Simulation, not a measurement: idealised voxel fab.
process module | voxel released beams
cross-section cut | 290 nm wide | cells 5 nm
A cross-section is a grid of square cells, given in bands from the top down. A band is one or more rows of cells.
Each band's line starts with the height of the band's top and of its bottom, in nm. Then come its materials from left to right, each with its width in nm. One material with "throughout" fills the band from edge to edge. "air" is empty space.
Height 0 is the level under which the wafer as received is all one material. The lowest band goes on downwards, as in "0 down".
A width such as "30 to 40" changes by the same amount from each row of cells to the next, from the band's top row to its bottom row.
"no change" after a step means that no cell of the cross-section changed.
closed voids: empty space of 8 cells or more with no open way to the top, each as width x height at its distance from the left edge, in nm
after a step's settings: what the simulator itself notes on the step
overlay nm, on a step with a mask: how far to the right of its planned place the mask lay; to the left if negative
plan
1 op RECEIVE | material Si
2 op CONFORMAL_DEP | material Al2O3 | thk nm 5
3 op DIRECTIONAL_DEP | material SiO2 | thk nm 15
4 op PATTERN | tone open | mask id ANCHOR | material resist | width nm 25 | thk nm 15 | overlay nm -15
5 op DIRECTIONAL_ETCH | etch materials SiO2 | depth nm 15
6 op STRIP | etch materials resist
7 op CONFORMAL_DEP | material polySi | thk nm 10
8 op MASKED_ETCH | tone cover | mask id BEAM | width nm 95 | etch materials polySi | depth nm 10 | overlay nm 0
9 op STRIP | etch materials SiO2
varied across the wafers: overlay nm of step 4. The plan shows the first wafer's value. All wafers start alike
first wafer as received, after step 1
  0 down: Si throughout
  closed voids: none
each wafer at the end: cells of each material gained (+) or lost (-) since it was received, then its closed voids
overlay nm -15 | +58 Al2O3 | +50 polySi | closed voids: none
overlay nm -10 | +58 Al2O3 | +50 polySi | closed voids: none
overlay nm -5 | +58 Al2O3 | +50 polySi | closed voids: none
overlay nm 0 | +58 Al2O3 | +50 polySi | closed voids: none
overlay nm 5 | +58 Al2O3 | +50 polySi | closed voids: none
overlay nm 10 | +58 Al2O3 | +50 polySi | closed voids: none
overlay nm 15 | +58 Al2O3 | +50 polySi | closed voids: none
